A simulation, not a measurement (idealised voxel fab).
Module name: voxel air gaps (process module)
Square cells of 5 nm make up the cross-section cut, whose width is 250 nm.
Cross-section layout: square cells on a grid; listed as bands, top to bottom; a band spans one or more cell rows.
Top, bottom (nm), then materials left to right with widths (nm); lone material tagged "edge to edge" fills the whole band edge to edge; "air" = empty space.
Heights are reckoned from 0. Under this level, the received wafer is all of one material. The bottommost band is open-ended downward, for example "0 -> down".
A width such as "30->40" changes by the same amount from each row of cells to the next, from the band's top row to its bottom row.
"nothing altered" (step): cross-section cells unchanged, all of them.
In "Fully sealed cavities" the enclosed voids are listed, meaning empty spaces of 8 cells or larger without any opening to the top. The form is width x height at distance, distance from the left edge, units nm.
Past the settings on a step's line: simulator remark, on that step.
"overlay nm" on a masked step: distance the mask lay right of its planned place, negative for left.

Intended process steps
1 RECEIVE | material Si
2 CONFORMAL_DEP | material SiO2 | thk nm 10
3 CONFORMAL_DEP | material SiN | thk nm 5
4 DIRECTIONAL_DEP | material SiO2 | thk nm 30
5 PATTERN | tone open | mask id LINES | material resist | width nm 25 | pitch nm 55 | thk nm 20 | overlay nm 0
6 DIRECTIONAL_ETCH | etch materials SiO2 | depth nm 30
7 STRIP | etch materials resist
8 CONFORMAL_DEP | material TiN | thk nm 5
9 FILL_DEP | material W | thk nm 5
10 CMP | height nm 45
11 EPI | material Ru | thk nm 10
12 SELECTIVE_ETCH | etch materials SiO2 | depth nm 40
13 CONFORMAL_DEP | material SiCN | thk nm 5

Incoming wafer in cross-section (state: after step 1)
  0 -> down | Si edge to edge
  Fully sealed cavities: none

As-planned run: cross-section of the first of two wafers at end of module
  60 -> 55 | 15 nm air; 220 nm SiCN; 15 nm air
  55 -> 45 | 15 nm air; 5 nm SiCN; 45 nm Ru; 10 nm SiCN; 45 nm Ru; 10 nm SiCN; 45 nm Ru; 10 nm SiCN; 45 nm Ru; 5 nm SiCN; 15 nm air
  45 -> 40 | 15 nm air; 15 nm SiCN; 5 nm TiN; 15 nm W; 5 nm TiN; 30 nm SiCN; 5 nm TiN; 15 nm W; 5 nm TiN; 30 nm SiCN; 5 nm TiN; 15 nm W; 5 nm TiN; 30 nm SiCN; 5 nm TiN; 15 nm W; 5 nm TiN; 15 nm SiCN; 15 nm air
  40 -> 20 | 25 nm air; 5 nm SiCN; 5 nm TiN; 15 nm W; 5 nm TiN; 5 nm SiCN; 20 nm air; 5 nm SiCN; 5 nm TiN; 15 nm W; 5 nm TiN; 5 nm SiCN; 20 nm air; 5 nm SiCN; 5 nm TiN; 15 nm W; 5 nm TiN; 5 nm SiCN; 20 nm air; 5 nm SiCN; 5 nm TiN; 15 nm W; 5 nm TiN; 5 nm SiCN; 25 nm air
  20 -> 15 | 30 nm SiCN; 25 nm TiN; 30 nm SiCN; 25 nm TiN; 30 nm SiCN; 25 nm TiN; 30 nm SiCN; 25 nm TiN; 30 nm SiCN
  15 -> 10 | SiN edge to edge
  10 -> 0 | SiO2 edge to edge
  0 -> down | Si edge to edge
  Fully sealed cavities: 20 x 20 at 60; 20 x 20 at 115; 20 x 20 at 170

Presented here is a cross-section of the second of the two wafers as it stood at the end of the module. It was started in the same manner and assigned the same plan as the first wafer; however, one mistake was made in its execution
  60 -> 55 | 15 nm air; 220 nm SiCN; 15 nm air
  55 -> 45 | 15 nm air; 5 nm SiCN; 45 nm Ru; 10 nm SiCN; 45 nm Ru; 10 nm SiCN; 45 nm Ru; 10 nm SiCN; 45 nm Ru; 5 nm SiCN; 15 nm air
  45 -> 40 | 15 nm air; 15 nm SiCN; 5 nm TiN; 15 nm W; 5 nm TiN; 30 nm SiCN; 5 nm TiN; 15 nm W; 5 nm TiN; 30 nm SiCN; 5 nm TiN; 15 nm W; 5 nm TiN; 30 nm SiCN; 5 nm TiN; 15 nm W; 5 nm TiN; 15 nm SiCN; 15 nm air
  40 -> 30 | 25 nm air; 5 nm SiCN; 5 nm TiN; 15 nm W; 5 nm TiN; 5 nm SiCN; 20 nm air; 5 nm SiCN; 5 nm TiN; 15 nm W; 5 nm TiN; 5 nm SiCN; 20 nm air; 5 nm SiCN; 5 nm TiN; 15 nm W; 5 nm TiN; 5 nm SiCN; 20 nm air; 5 nm SiCN; 5 nm TiN; 15 nm W; 5 nm TiN; 5 nm SiCN; 25 nm air
  30 -> 25 | 30 nm SiCN; 25 nm TiN; 30 nm SiCN; 25 nm TiN; 30 nm SiCN; 25 nm TiN; 30 nm SiCN; 25 nm TiN; 30 nm SiCN
  25 -> 10 | SiN edge to edge
  10 -> 0 | SiO2 edge to edge
  0 -> down | Si edge to edge
  Fully sealed cavities: 20 x 10 at 60; 20 x 10 at 115; 20 x 10 at 170
Want to know what went wrong? step 3 was processed under conditions differing from the plan, specifically as CONFORMAL_DEP | material SiN | thk nm 15
Final comparison by cell count, materials where the second wafer has more or fewer than the first: -16 SiCN | +100 SiN | -16 TiN | -24 W
